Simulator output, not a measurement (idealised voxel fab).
This is a process module. Its name is voxel transistor to metal.
Cross-section cut spans 155 nm and uses square cells 5 nm in size.
Cross-section layout: square cells on a grid; listed as bands, top to bottom; a band spans one or more cell rows.
Within each band entry, the heights of the top and of the bottom of the band appear first, in that order and in nm; the materials of the band then follow from left to right, each with its corresponding width in nm. The designation "full width" on a single material indicates that it fills the band from edge to edge; the designation "air" indicates empty space.
Height datum 0, below which the as-received substrate wafer is one material. Lowest band open at the bottom, running downward: "0 down".
With a width like "30..40", each row of cells in the band differs from the next by the same amount, the top row carrying the first number and the bottom row the second.
For the purposes of this document, the phrase "everything unchanged" attached to a step denotes that no cell within the cross-section was modified by that step.
"Voids, fully enclosed": empty spaces of 8 cells or more with no open way to the top, each given as width x height at distance, distance from the left edge, all in nm.
Past the settings on a step's line: simulator remark, on that step.
overlay nm: for a step with a mask, the amount by which the mask lay right of where it was planned; a negative amount means left of it.
Pairs from here to the end. Each: cross-section before one process step, cross-section after it, the latter only as far down as the lowest band that changed. Under each: the step between, and its settings. Mind that the pairs may be taken from different runs of this module on the same starting wafer; whether a pair continues from the pair above depends on its entry headed "Before processing", and it does only where that entry says so.
Before processing
    50 to 40: SiO2 full width
    40 to 25: SiO2 55 nm | SiN 5 nm | SiCN 30 nm | SiN 5 nm | SiO2 60 nm
    25 to 15: SiO2 55 nm | SiN 5 nm | polySi 30 nm | SiN 5 nm | SiO2 60 nm
    15 to 5: SiO2 40 nm | SiGe 15 nm | SiN 5 nm | polySi 30 nm | SiN 5 nm | SiGe 15 nm | SiO2 45 nm
    5 to 0: SiO2 40 nm | SiGe 15 nm | SiO2 40 nm | SiGe 15 nm | SiO2 45 nm
    0 to -15: SiO2 15 nm | SiGe 40 nm | Si 40 nm | SiGe 40 nm | SiO2 20 nm
    -15 to -20: SiO2 15 nm | Si 120 nm | SiO2 20 nm
    -20 down: Si full width
    Voids, fully enclosed: none
Sectional View, Post-Process
    20 to 15: SiO2 55 nm | SiN 5 nm | polySi 30 nm | SiN 5 nm | SiO2 60 nm
    Everything under 15 stays put, no change at all.
    Voids, fully enclosed: none
What was done to get from the before section above to the after section? CMP: height nm 20
Before processing: this step begins from the cross-section that the pair just above shows after its step.
Sectional View, Post-Process
    20 to 15: SiO2 55 nm | SiN 5 nm | air 30 nm | SiN 5 nm | SiO2 60 nm
    15 to 5: SiO2 40 nm | SiGe 15 nm | SiN 5 nm | air 30 nm | SiN 5 nm | SiGe 15 nm | SiO2 45 nm
    Everything under 5 stays put, no change at all.
    Voids, fully enclosed: none
What was done to get from the before section above to the after section? STRIP: etch materials polySi
Before processing: this step begins from the cross-section that the pair just above shows after its step.
Sectional View, Post-Process
    20 to 15: air 55 nm | SiN 5 nm | air 30 nm | SiN 5 nm | air 60 nm
    15 to 5: SiO2 40 nm | SiGe 15 nm | SiN 5 nm | air 30 nm | SiN 5 nm | SiGe 15 nm | SiO2 45 nm
    5 to 0: SiO2 40 nm | SiGe 15 nm | air 40 nm | SiGe 15 nm | SiO2 45 nm
    Everything under 0 stays put, no change at all.
    Voids, fully enclosed: none
What was done to get from the before section above to the after section? SELECTIVE_ETCH: etch materials SiO2, depth nm 5
Before processing: this step begins from the cross-section that the pair just above shows after its step.
Sectional View, Post-Process
    25 to 20: air 50 nm | HfO2 15 nm | air 20 nm | HfO2 15 nm | air 55 nm
    20 to 15: HfO2 55 nm | SiN 5 nm | HfO2 5 nm | air 20 nm | HfO2 5 nm | SiN 5 nm | HfO2 60 nm
    15 to 5: SiO2 40 nm | SiGe 15 nm | SiN 5 nm | HfO2 5 nm | air 20 nm | HfO2 5 nm | SiN 5 nm | SiGe 15 nm | SiO2 45 nm
    5 to 0: SiO2 40 nm | SiGe 15 nm | HfO2 40 nm | SiGe 15 nm | SiO2 45 nm
    Everything under 0 stays put, no change at all.
    Voids, fully enclosed: none
What was done to get from the before section above to the after section? CONFORMAL_DEP: material HfO2, thk nm 5
Before processing: this step begins from the cross-section that the pair just above shows after its step.
Sectional View, Post-Process
    30 to 25: air 45 nm | TiN 25 nm | air 10 nm | TiN 25 nm | air 50 nm
    25 to 20: TiN 50 nm | HfO2 15 nm | TiN 5 nm | air 10 nm | TiN 5 nm | HfO2 15 nm | TiN 55 nm
    20 to 15: HfO2 55 nm | SiN 5 nm | HfO2 5 nm | TiN 5 nm | air 10 nm | TiN 5 nm | HfO2 5 nm | SiN 5 nm | HfO2 60 nm
    15 to 10: SiO2 40 nm | SiGe 15 nm | SiN 5 nm | HfO2 5 nm | TiN 5 nm | air 10 nm | TiN 5 nm | HfO2 5 nm | SiN 5 nm | SiGe 15 nm | SiO2 45 nm
    10 to 5: SiO2 40 nm | SiGe 15 nm | SiN 5 nm | HfO2 5 nm | TiN 20 nm | HfO2 5 nm | SiN 5 nm | SiGe 15 nm | SiO2 45 nm
    Everything under 5 stays put, no change at all.
    Voids, fully enclosed: none
What was done to get from the before section above to the after section? CONFORMAL_DEP: material TiN, thk nm 5
Before processing: this step begins from the cross-section that the pair just above shows after its step.
Sectional View, Post-Process
    40 to 30: W full width
    30 to 25: W 45 nm | TiN 25 nm | W 10 nm | TiN 25 nm | W 50 nm
    25 to 20: TiN 50 nm | HfO2 15 nm | TiN 5 nm | W 10 nm | TiN 5 nm | HfO2 15 nm | TiN 55 nm
    20 to 15: HfO2 55 nm | SiN 5 nm | HfO2 5 nm | TiN 5 nm | W 10 nm | TiN 5 nm | HfO2 5 nm | SiN 5 nm | HfO2 60 nm
    15 to 10: SiO2 40 nm | SiGe 15 nm | SiN 5 nm | HfO2 5 nm | TiN 5 nm | W 10 nm | TiN 5 nm | HfO2 5 nm | SiN 5 nm | SiGe 15 nm | SiO2 45 nm
    Everything under 10 stays put, no change at all.
    Voids, fully enclosed: none
What was done to get from the before section above to the after section? FILL_DEP: material W, thk nm 10
Before processing: this step begins from the cross-section that the pair just above shows after its step.
Sectional View, Post-Process
    15 to 10: SiO2 40 nm | SiGe 15 nm | SiN 5 nm | HfO2 5 nm | TiN 5 nm | W 10 nm | TiN 5 nm | HfO2 5 nm | SiN 5 nm | SiGe 15 nm | SiO2 45 nm
    Everything under 10 stays put, no change at all.
    Voids, fully enclosed: none
What was done to get from the before section above to the after section? CMP: height nm 15
Before processing: this step begins from the cross-section that the pair just above shows after its step.
Sectional View, Post-Process
    30 to 15: SiO2 full width
    Everything under 15 stays put, no change at all.
    Voids, fully enclosed: none
What was done to get from the before section above to the after section? DIRECTIONAL_DEP: material SiO2, thk nm 15
Before processing: this step begins from the cross-section that the pair just above shows after its step.
Sectional View, Post-Process
    50 to 30: resist 25 nm | air 20 nm | resist 60 nm | air 20 nm | resist 30 nm
    Everything under 30 stays put, no change at all.
    Voids, fully enclosed: none
What was done to get from the before section above to the after section? PATTERN: tone open, mask id CONTACT, material resist, width nm 20, pitch nm 80, thk nm 20, overlay nm 0
Before processing: this step begins from the cross-section that the pair just above shows after its step.
Sectional View, Post-Process
    50 to 30: resist 25 nm | air 20 nm | resist 60 nm | air 20 nm | resist 30 nm
    30 to 15: SiO2 25 nm | air 20 nm | SiO2 60 nm | air 20 nm | SiO2 30 nm
    15 to 10: SiO2 25 nm | air 15 nm | SiGe 15 nm | SiN 5 nm | HfO2 5 nm | TiN 5 nm | W 10 nm | TiN 5 nm | HfO2 5 nm | SiN 5 nm | SiGe 15 nm | air 15 nm | SiO2 30 nm
    10 to 5: SiO2 25 nm | air 15 nm | SiGe 15 nm | SiN 5 nm | HfO2 5 nm | TiN 20 nm | HfO2 5 nm | SiN 5 nm | SiGe 15 nm | air 15 nm | SiO2 30 nm
    5 to 0: SiO2 25 nm | air 15 nm | SiGe 15 nm | HfO2 40 nm | SiGe 15 nm | air 15 nm | SiO2 30 nm
    Everything under 0 stays put, no change at all.
    Voids, fully enclosed: none
What was done to get from the before section above to the after section? DIRECTIONAL_ETCH: etch materials SiO2, depth nm 35
Before processing: this step begins from the cross-section that the pair just above shows after its step.
Sectional View, Post-Process
    30 to 15: SiO2 25 nm | air 20 nm | SiO2 60 nm | air 20 nm | SiO2 30 nm
    Everything under 15 stays put, no change at all.
    Voids, fully enclosed: none
What was done to get from the before section above to the after section? STRIP: etch materials resist
Before processing: this step begins from the cross-section that the pair just above shows after its step.
Sectional View, Post-Process
    35 to 30: TiN 30 nm | air 10 nm | TiN 70 nm | air 10 nm | TiN 35 nm
    30 to 20: SiO2 25 nm | TiN 5 nm | air 10 nm | TiN 5 nm | SiO2 60 nm | TiN 5 nm | air 10 nm | TiN 5 nm | SiO2 30 nm
    20 to 15: SiO2 25 nm | TiN 5 nm | air 5 nm | TiN 10 nm | SiO2 60 nm | TiN 10 nm | air 5 nm | TiN 5 nm | SiO2 30 nm
    15 to 10: SiO2 25 nm | TiN 5 nm | air 5 nm | TiN 5 nm | SiGe 15 nm | SiN 5 nm | HfO2 5 nm | TiN 5 nm | W 10 nm | TiN 5 nm | HfO2 5 nm | SiN 5 nm | SiGe 15 nm | TiN 5 nm | air 5 nm | TiN 5 nm | SiO2 30 nm
    10 to 5: SiO2 25 nm | TiN 5 nm | air 5 nm | TiN 5 nm | SiGe 15 nm | SiN 5 nm | HfO2 5 nm | TiN 20 nm | HfO2 5 nm | SiN 5 nm | SiGe 15 nm | TiN 5 nm | air 5 nm | TiN 5 nm | SiO2 30 nm
    5 to 0: SiO2 25 nm | TiN 15 nm | SiGe 15 nm | HfO2 40 nm | SiGe 15 nm | TiN 15 nm | SiO2 30 nm
    Everything under 0 stays put, no change at all.
    Voids, fully enclosed: none
What was done to get from the before section above to the after section? CONFORMAL_DEP: material TiN, thk nm 5
Before processing: this step begins from the cross-section that the pair just above shows after its step.
Sectional View, Post-Process
    40 to 35: W full width
    35 to 30: TiN 30 nm | W 10 nm | TiN 70 nm | W 10 nm | TiN 35 nm
    30 to 20: SiO2 25 nm | TiN 5 nm | W 10 nm | TiN 5 nm | SiO2 60 nm | TiN 5 nm | W 10 nm | TiN 5 nm | SiO2 30 nm
    20 to 15: SiO2 25 nm | TiN 5 nm | W 5 nm | TiN 10 nm | SiO2 60 nm | TiN 10 nm | W 5 nm | TiN 5 nm | SiO2 30 nm
    15 to 10: SiO2 25 nm | TiN 5 nm | W 5 nm | TiN 5 nm | SiGe 15 nm | SiN 5 nm | HfO2 5 nm | TiN 5 nm | W 10 nm | TiN 5 nm | HfO2 5 nm | SiN 5 nm | SiGe 15 nm | TiN 5 nm | W 5 nm | TiN 5 nm | SiO2 30 nm
    10 to 5: SiO2 25 nm | TiN 5 nm | W 5 nm | TiN 5 nm | SiGe 15 nm | SiN 5 nm | HfO2 5 nm | TiN 20 nm | HfO2 5 nm | SiN 5 nm | SiGe 15 nm | TiN 5 nm | W 5 nm | TiN 5 nm | SiO2 30 nm
    Everything under 5 stays put, no change at all.
    Voids, fully enclosed: none
What was done to get from the before section above to the after section? FILL_DEP: material W, thk nm 5
Before processing: this step begins from the cross-section that the pair just above shows after its step.
Sectional View, Post-Process
    30 to 20: SiO2 25 nm | TiN 5 nm | W 10 nm | TiN 5 nm | SiO2 60 nm | TiN 5 nm | W 10 nm | TiN 5 nm | SiO2 30 nm
    Everything under 20 stays put, no change at all.
    Voids, fully enclosed: none
What was done to get from the before section above to the after section? CMP: height nm 30
Before processing: this step begins from the cross-section that the pair just above shows after its step.
Sectional View, Post-Process
    35 to 30: TiN full width
    Everything under 30 stays put, no change at all.
    Voids, fully enclosed: none
What was done to get from the before section above to the after section? DIRECTIONAL_DEP: material TiN, thk nm 5
Before processing: this step begins from the cross-section that the pair just above shows after its step.
Sectional View, Post-Process
    60 to 35: Ru full width
    Everything under 35 stays put, no change at all.
    Voids, fully enclosed: none
What was done to get from the before section above to the after section? DIRECTIONAL_DEP: material Ru, thk nm 25
Before processing: this step begins from the cross-section that the pair just above shows after its step.
Sectional View, Post-Process
    60 to 35: air 25 nm | Ru 20 nm | air 60 nm | Ru 20 nm | air 30 nm
    Everything under 35 stays put, no change at all.
    Voids, fully enclosed: none
What was done to get from the before section above to the after section? MASKED_ETCH: tone cover, mask id METAL_1, width nm 20, pitch nm 80, etch materials Ru, depth nm 25, overlay nm 0
Before processing: this step begins from the cross-section that the pair just above shows after its step.
Sectional View, Post-Process
    60 to 35: air 25 nm | Ru 20 nm | air 60 nm | Ru 20 nm | air 30 nm
    35 to 30: air 25 nm | TiN 20 nm | air 60 nm | TiN 20 nm | air 30 nm
    Everything under 30 stays put, no change at all.
    Voids, fully enclosed: none
What was done to get from the before section above to the after section? MASKED_ETCH: tone cover, mask id METAL_1, width nm 20, pitch nm 80, etch materials TiN, depth nm 5, overlay nm 0
Before processing: this step begins from the cross-section that the pair just above shows after its step.
Sectional View, Post-Process
    70 to 60: lowk full width
    60 to 35: lowk 25 nm | Ru 20 nm | lowk 60 nm | Ru 20 nm | lowk 30 nm
    35 to 30: lowk 25 nm | TiN 20 nm | lowk 60 nm | TiN 20 nm | lowk 30 nm
    Everything under 30 stays put, no change at all.
    Voids, fully enclosed: none
What was done to get from the before section above to the after section? FILL_DEP: material lowk, thk nm 10
Before processing: this step begins from the cross-section that the pair just above shows after its step.
Sectional View, Post-Process
    60 to 35: lowk 25 nm | Ru 20 nm | lowk 60 nm | Ru 20 nm | lowk 30 nm
    Everything under 35 stays put, no change at all.
    Voids, fully enclosed: none
What was done to get from the before section above to the after section? CMP: height nm 60
Before processing: this step begins from the cross-section that the pair just above shows after its step.
Sectional View, Post-Process
    65 to 60: SiCN full width
    Everything under 60 stays put, no change at all.
    Voids, fully enclosed: none
What was done to get from the before section above to the after section? CONFORMAL_DEP: material SiCN, thk nm 5
Before processing: this step begins from the cross-section that the pair just above shows after its step.
Sectional View, Post-Process
    100 to 65: SiO2 full width
    Everything under 65 stays put, no change at all.
    Voids, fully enclosed: none
What was done to get from the before section above to the after section? DIRECTIONAL_DEP: material SiO2, thk nm 35
Before processing: this step begins from the cross-section that the pair just above shows after its step.
Sectional View, Post-Process
    100 to 80: SiO2 25 nm | air 20 nm | SiO2 60 nm | air 20 nm | SiO2 30 nm
    Everything under 80 stays put, no change at all.
    Voids, fully enclosed: none
What was done to get from the before section above to the after section? MASKED_ETCH: tone open, mask id METAL_2, width nm 20, pitch nm 80, etch materials SiO2, depth nm 20, overlay nm 0
Before processing: this step begins from the cross-section that the pair just above shows after its step.
Sectional View, Post-Process
    110 to 100: aC 25 nm | air 20 nm | aC 60 nm | air 20 nm | aC 30 nm
    100 to 90: SiO2 25 nm | air 20 nm | SiO2 60 nm | air 20 nm | SiO2 30 nm
    90 to 80: SiO2 25 nm | aC 20 nm | SiO2 60 nm | aC 20 nm | SiO2 30 nm
    Everything under 80 stays put, no change at all.
    Voids, fully enclosed: none
What was done to get from the before section above to the after section? DIRECTIONAL_DEP: material aC, thk nm 10
Before processing: this step begins from the cross-section that the pair just above shows after its step.
Sectional View, Post-Process
    140 to 110: resist 25 nm | air 15 nm | resist 65 nm | air 15 nm | resist 35 nm
    110 to 100: aC 25 nm | air 15 nm | resist 5 nm | aC 60 nm | air 15 nm | resist 5 nm | aC 30 nm
    100 to 90: SiO2 25 nm | air 15 nm | resist 5 nm | SiO2 60 nm | air 15 nm | resist 5 nm | SiO2 30 nm
    Everything under 90 stays put, no change at all.
    Voids, fully enclosed: none
What was done to get from the before section above to the after section? PATTERN: tone open, mask id METAL_2_HOLES, material resist, width nm 15, pitch nm 80, thk nm 30, overlay nm 0
Before processing: this step begins from the cross-section that the pair just above shows after its step.
Sectional View, Post-Process
    130 to 110: resist 25 nm | air 15 nm | resist 65 nm | air 15 nm | resist 35 nm
    110 to 100: aC 25 nm | air 15 nm | resist 5 nm | aC 60 nm | air 15 nm | resist 5 nm | aC 30 nm
    100 to 90: SiO2 25 nm | air 15 nm | resist 5 nm | SiO2 60 nm | air 15 nm | resist 5 nm | SiO2 30 nm
    90 to 80: SiO2 25 nm | air 15 nm | aC 5 nm | SiO2 60 nm | air 15 nm | aC 5 nm | SiO2 30 nm
    Everything under 80 stays put, no change at all.
    Voids, fully enclosed: none
What was done to get from the before section above to the after section? DIRECTIONAL_ETCH: etch materials aC, depth nm 10
Before processing: this step begins from the cross-section that the pair just above shows after its step.
Sectional View, Post-Process
    110 to 100: aC 25 nm | air 20 nm | aC 60 nm | air 20 nm | aC 30 nm
    100 to 90: SiO2 25 nm | air 20 nm | SiO2 60 nm | air 20 nm | SiO2 30 nm
    Everything under 90 stays put, no change at all.
    Voids, fully enclosed: none
What was done to get from the before section above to the after section? STRIP: etch materials resist
Before processing: this step begins from the cross-section that the pair just above shows after its step.
Sectional View, Post-Process
    110 to 100: aC 25 nm | air 20 nm | aC 60 nm | air 20 nm | aC 30 nm
    100 to 90: SiO2 25 nm | air 20 nm | SiO2 60 nm | air 20 nm | SiO2 30 nm
    90 to 80: SiO2 25 nm | air 15 nm | aC 5 nm | SiO2 60 nm | air 15 nm | aC 5 nm | SiO2 30 nm
    80 to 65: SiO2 25 nm | air 15 nm | SiO2 65 nm | air 15 nm | SiO2 35 nm
    Everything under 65 stays put, no change at all.
    Voids, fully enclosed: none
What was done to get from the before section above to the after section? DIRECTIONAL_ETCH: etch materials SiO2, depth nm 15
Before processing: this step begins from the cross-section that the pair just above shows after its step.
Sectional View, Post-Process
    110 to 100: aC 25 nm | air 20 nm | aC 60 nm | air 20 nm | aC 30 nm
    100 to 90: SiO2 25 nm | air 20 nm | SiO2 60 nm | air 20 nm | SiO2 30 nm
    90 to 80: SiO2 25 nm | air 15 nm | aC 5 nm | SiO2 60 nm | air 15 nm | aC 5 nm | SiO2 30 nm
    80 to 65: SiO2 25 nm | air 15 nm | SiO2 65 nm | air 15 nm | SiO2 35 nm
    65 to 60: SiCN 25 nm | air 15 nm | SiCN 65 nm | air 15 nm | SiCN 35 nm
    Everything under 60 stays put, no change at all.
    Voids, fully enclosed: none
What was done to get from the before section above to the after section? DIRECTIONAL_ETCH: etch materials SiCN, depth nm 5
Before processing: this step begins from the cross-section that the pair just above shows after its step.
Sectional View, Post-Process
    100 to 80: SiO2 25 nm | air 20 nm | SiO2 60 nm | air 20 nm | SiO2 30 nm
    Everything under 80 stays put, no change at all.
    Voids, fully enclosed: none
What was done to get from the before section above to the after section? STRIP: etch materials aC
Before processing: this step begins from the cross-section that the pair just above shows after its step.
Sectional View, Post-Process
    105 to 100: TiN 30 nm | air 10 nm | TiN 70 nm | air 10 nm | TiN 35 nm
    100 to 85: SiO2 25 nm | TiN 5 nm | air 10 nm | TiN 5 nm | SiO2 60 nm | TiN 5 nm | air 10 nm | TiN 5 nm | SiO2 30 nm
    85 to 80: SiO2 25 nm | TiN 5 nm | air 5 nm | TiN 10 nm | SiO2 60 nm | TiN 5 nm | air 5 nm | TiN 10 nm | SiO2 30 nm
    80 to 65: SiO2 25 nm | TiN 5 nm | air 5 nm | TiN 5 nm | SiO2 65 nm | TiN 5 nm | air 5 nm | TiN 5 nm | SiO2 35 nm
    65 to 60: SiCN 25 nm | TiN 15 nm | SiCN 65 nm | TiN 15 nm | SiCN 35 nm
    Everything under 60 stays put, no change at all.
    Voids, fully enclosed: none
What was done to get from the before section above to the after section? CONFORMAL_DEP: material TiN, thk nm 5
Before processing: this step begins from the cross-section that the pair just above shows after its step.
Sectional View, Post-Process
    115 to 105: Cu full width
    105 to 100: TiN 30 nm | Cu 10 nm | TiN 70 nm | Cu 10 nm | TiN 35 nm
    100 to 85: SiO2 25 nm | TiN 5 nm | Cu 10 nm | TiN 5 nm | SiO2 60 nm | TiN 5 nm | Cu 10 nm | TiN 5 nm | SiO2 30 nm
    85 to 80: SiO2 25 nm | TiN 5 nm | Cu 5 nm | TiN 10 nm | SiO2 60 nm | TiN 5 nm | Cu 5 nm | TiN 10 nm | SiO2 30 nm
    80 to 65: SiO2 25 nm | TiN 5 nm | Cu 5 nm | TiN 5 nm | SiO2 65 nm | TiN 5 nm | Cu 5 nm | TiN 5 nm | SiO2 35 nm
    Everything under 65 stays put, no change at all.
    Voids, fully enclosed: none
What was done to get from the before section above to the after section? FILL_DEP: material Cu, thk nm 10
Before processing: this step begins from the cross-section that the pair just above shows after its step.
Sectional View, Post-Process
    100 to 85: SiO2 25 nm | TiN 5 nm | Cu 10 nm | TiN 5 nm | SiO2 60 nm | TiN 5 nm | Cu 10 nm | TiN 5 nm | SiO2 30 nm
    Everything under 85 stays put, no change at all.
    Voids, fully enclosed: none
What was done to get from the before section above to the after section? CMP: height nm 100
Before processing: this step begins from the cross-section that the pair just above shows after its step.
Sectional View, Post-Process
    105 to 100: SiCN full width
    Everything under 100 stays put, no change at all.
    Voids, fully enclosed: none
What was done to get from the before section above to the after section? CONFORMAL_DEP: material SiCN, thk nm 5
Before processing
    20 to 5: air 15 nm | SiN 120 nm | air 20 nm
    5 to 0: air 15 nm | SiO2 120 nm | air 20 nm
    0 down: Si full width
    Voids, fully enclosed: none
Sectional View, Post-Process
    20 to 5: air 15 nm | SiN 120 nm | air 20 nm
    5 to 0: air 15 nm | SiO2 120 nm | air 20 nm
    0 to -25: air 15 nm | Si 120 nm | air 20 nm
    Everything under -25 stays put, no change at all.
    Voids, fully enclosed: none
What was done to get from the before section above to the after section? MASKED_ETCH: tone cover, mask id ACTIVE, width nm 120, etch materials Si, depth nm 25, overlay nm 0
Before processing: this step begins from the cross-section that the pair just above shows after its step.
Sectional View, Post-Process
    25 to 20: SiO2 full width
    20 to 5: SiO2 15 nm | SiN 120 nm | SiO2 20 nm
    5 to 0: SiO2 full width
    0 to -25: SiO2 15 nm | Si 120 nm | SiO2 20 nm
    Everything under -25 stays put, no change at all.
    Voids, fully enclosed: none
What was done to get from the before section above to the after section? FILL_DEP: material SiO2, thk nm 5
Before processing: this step begins from the cross-section that the pair just above shows after its step.
Sectional View, Post-Process
    20 to 5: SiO2 15 nm | SiN 120 nm | SiO2 20 nm
    Everything under 5 stays put, no change at all.
    Voids, fully enclosed: none
What was done to get from the before section above to the after section? CMP: height nm 20
Before processing: this step begins from the cross-section that the pair just above shows after its step.
Sectional View, Post-Process
    20 to 10: air 15 nm | SiN 120 nm | air 20 nm
    Everything under 10 stays put, no change at all.
    Voids, fully enclosed: none
What was done to get from the before section above to the after section? SELECTIVE_ETCH: etch materials SiO2, depth nm 10
Before processing: this step begins from the cross-section that the pair just above shows after its step.
Sectional View, Post-Process
    10 to 5: SiO2 15 nm | air 120 nm | SiO2 20 nm
    Everything under 5 stays put, no change at all.
    Voids, fully enclosed: none
What was done to get from the before section above to the after section? STRIP: etch materials SiN
Before processing: this step begins from the cross-section that the pair just above shows after its step.
Sectional View, Post-Process
    5 to 0: SiO2 10 nm | air 130 nm | SiO2 15 nm
    Everything under 0 stays put, no change at all.
    Voids, fully enclosed: none
What was done to get from the before section above to the after section? SELECTIVE_ETCH: etch materials SiO2, depth nm 5
Before processing: this step begins from the cross-section that the pair just above shows after its step.
Sectional View, Post-Process
    5 to 0: SiO2 10 nm | air 130 nm | SiO2 15 nm
    0 to -5: SiO2 full width
    Everything under -5 stays put, no change at all.
    Voids, fully enclosed: none
What was done to get from the before section above to the after section? OXIDIZE: depth nm 5
Before processing: this step begins from the cross-section that the pair just above shows after its step.
Sectional View, Post-Process
    25 to 20: polySi 10 nm | air 130 nm | polySi 15 nm
    20 to 5: polySi full width
    5 to 0: SiO2 10 nm | polySi 130 nm | SiO2 15 nm
    Everything under 0 stays put, no change at all.
    Voids, fully enclosed: none
What was done to get from the before section above to the after section? DIRECTIONAL_DEP: material polySi, thk nm 20
Before processing: this step begins from the cross-section that the pair just above shows after its step.
Sectional View, Post-Process
    40 to 35: SiCN 10 nm | air 130 nm | SiCN 15 nm
    35 to 25: SiCN full width
    25 to 20: polySi 10 nm | SiCN 130 nm | polySi 15 nm
    Everything under 20 stays put, no change at all.
    Voids, fully enclosed: none
What was done to get from the before section above to the after section? DIRECTIONAL_DEP: material SiCN, thk nm 15
Before processing: this step begins from the cross-section that the pair just above shows after its step.
Sectional View, Post-Process
    55 to 40: air 60 nm | resist 30 nm | air 65 nm
    40 to 35: SiCN 10 nm | air 50 nm | resist 30 nm | air 50 nm | SiCN 15 nm
    Everything under 35 stays put, no change at all.
    Voids, fully enclosed: none
What was done to get from the before section above to the after section? PATTERN: tone cover, mask id GATE, material resist, width nm 30, thk nm 15, overlay nm 0
Before processing: this step begins from the cross-section that the pair just above shows after its step.
Sectional View, Post-Process
    55 to 35: air 60 nm | resist 30 nm | air 65 nm
    35 to 25: air 60 nm | SiCN 30 nm | air 65 nm
    25 to 20: polySi 10 nm | air 50 nm | SiCN 30 nm | air 50 nm | polySi 15 nm
    Everything under 20 stays put, no change at all.
    Voids, fully enclosed: none
What was done to get from the before section above to the after section? DIRECTIONAL_ETCH: etch materials SiCN, depth nm 25
Before processing: this step begins from the cross-section that the pair just above shows after its step.
Sectional View, Post-Process
    55 to 35: air 60 nm | resist 30 nm | air 65 nm
    35 to 20: air 60 nm | SiCN 30 nm | air 65 nm
    20 to 5: air 60 nm | polySi 30 nm | air 65 nm
    5 to 0: SiO2 10 nm | air 50 nm | polySi 30 nm | air 50 nm | SiO2 15 nm
    Everything under 0 stays put, no change at all.
    Voids, fully enclosed: none
What was done to get from the before section above to the after section? DIRECTIONAL_ETCH: etch materials polySi, depth nm 30
Before processing: this step begins from the cross-section that the pair just above shows after its step.
Sectional View, Post-Process
    35 to 20: air 60 nm | SiCN 30 nm | air 65 nm
    Everything under 20 stays put, no change at all.
    Voids, fully enclosed: none
What was done to get from the before section above to the after section? STRIP: etch materials resist
Before processing: this step begins from the cross-section that the pair just above shows after its step.
Sectional View, Post-Process
    40 to 35: air 55 nm | SiN 40 nm | air 60 nm
    35 to 20: air 55 nm | SiN 5 nm | SiCN 30 nm | SiN 5 nm | air 60 nm
    20 to 10: air 55 nm | SiN 5 nm | polySi 30 nm | SiN 5 nm | air 60 nm
    10 to 5: SiN 15 nm | air 40 nm | SiN 5 nm | polySi 30 nm | SiN 5 nm | air 40 nm | SiN 20 nm
    5 to 0: SiO2 10 nm | SiN 50 nm | polySi 30 nm | SiN 50 nm | SiO2 15 nm
    Everything under 0 stays put, no change at all.
    Voids, fully enclosed: none
What was done to get from the before section above to the after section? CONFORMAL_DEP: material SiN, thk nm 5
Before processing: this step begins from the cross-section that the pair just above shows after its step.
Sectional View, Post-Process
    35 to 20: air 55 nm | SiN 5 nm | SiCN 30 nm | SiN 5 nm | air 60 nm
    20 to 5: air 55 nm | SiN 5 nm | polySi 30 nm | SiN 5 nm | air 60 nm
    5 to 0: SiO2 10 nm | SiN 5 nm | air 40 nm | SiN 5 nm | polySi 30 nm | SiN 5 nm | air 40 nm | SiN 5 nm | SiO2 15 nm
    Everything under 0 stays put, no change at all.
    Voids, fully enclosed: none
What was done to get from the before section above to the after section? DIRECTIONAL_ETCH: etch materials SiN, depth nm 5
Before processing: this step begins from the cross-section that the pair just above shows after its step.
Sectional View, Post-Process
    35 to 20: air 55 nm | SiN 5 nm | SiCN 30 nm | SiN 5 nm | air 60 nm
    20 to 5: air 55 nm | SiN 5 nm | polySi 30 nm | SiN 5 nm | air 60 nm
    5 to 0: air 10 nm | SiN 5 nm | air 40 nm | SiN 5 nm | polySi 30 nm | SiN 5 nm | air 40 nm | SiN 5 nm | air 15 nm
    0 to -5: SiO2 15 nm | air 40 nm | SiO2 40 nm | air 40 nm | SiO2 20 nm
    Everything under -5 stays put, no change at all.
    Voids, fully enclosed: none
What was done to get from the before section above to the after section? DIRECTIONAL_ETCH: etch materials SiO2, depth nm 5
Before processing: this step begins from the cross-section that the pair just above shows after its step.
Sectional View, Post-Process
    35 to 20: air 55 nm | SiN 5 nm | SiCN 30 nm | SiN 5 nm | air 60 nm
    20 to 5: air 55 nm | SiN 5 nm | polySi 30 nm | SiN 5 nm | air 60 nm
    5 to 0: air 10 nm | SiN 5 nm | air 40 nm | SiN 5 nm | polySi 30 nm | SiN 5 nm | air 40 nm | SiN 5 nm | air 15 nm
    0 to -5: SiO2 15 nm | air 40 nm | SiO2 40 nm | air 40 nm | SiO2 20 nm
    -5 to -20: SiO2 15 nm | air 40 nm | Si 40 nm | air 40 nm | SiO2 20 nm
    Everything under -20 stays put, no change at all.
    Voids, fully enclosed: none
What was done to get from the before section above to the after section? DIRECTIONAL_ETCH: etch materials Si, depth nm 15
Before processing: this step begins from the cross-section that the pair just above shows after its step.
Sectional View, Post-Process
    35 to 20: air 55 nm | SiN 5 nm | SiCN 30 nm | SiN 5 nm | air 60 nm
    20 to 10: air 55 nm | SiN 5 nm | polySi 30 nm | SiN 5 nm | air 60 nm
    10 to 5: air 40 nm | SiGe 15 nm | SiN 5 nm | polySi 30 nm | SiN 5 nm | SiGe 15 nm | air 45 nm
    5 to 0: air 10 nm | SiN 5 nm | air 25 nm | SiGe 15 nm | SiN 5 nm | polySi 30 nm | SiN 5 nm | SiGe 15 nm | air 25 nm | SiN 5 nm | air 15 nm
    0 to -5: SiO2 15 nm | air 25 nm | SiGe 15 nm | SiO2 40 nm | SiGe 15 nm | air 25 nm | SiO2 20 nm
    -5 to -20: SiO2 15 nm | SiGe 40 nm | Si 40 nm | SiGe 40 nm | SiO2 20 nm
    Everything under -20 stays put, no change at all.
    Voids, fully enclosed: none
What was done to get from the before section above to the after section? EPI: material SiGe, thk nm 15
Before processing: this step begins from the cross-section that the pair just above shows after its step.
Sectional View, Post-Process
    45 to 35: SiO2 full width
    35 to 20: SiO2 55 nm | SiN 5 nm | SiCN 30 nm | SiN 5 nm | SiO2 60 nm
    20 to 10: SiO2 55 nm | SiN 5 nm | polySi 30 nm | SiN 5 nm | SiO2 60 nm
    10 to 5: SiO2 40 nm | SiGe 15 nm | SiN 5 nm | polySi 30 nm | SiN 5 nm | SiGe 15 nm | SiO2 45 nm
    5 to 0: SiO2 10 nm | SiN 5 nm | SiO2 25 nm | SiGe 15 nm | SiN 5 nm | polySi 30 nm | SiN 5 nm | SiGe 15 nm | SiO2 25 nm | SiN 5 nm | SiO2 15 nm
    0 to -5: SiO2 40 nm | SiGe 15 nm | SiO2 40 nm | SiGe 15 nm | SiO2 45 nm
    Everything under -5 stays put, no change at all.
    Voids, fully enclosed: none
What was done to get from the before section above to the after section? FILL_DEP: material SiO2, thk nm 10
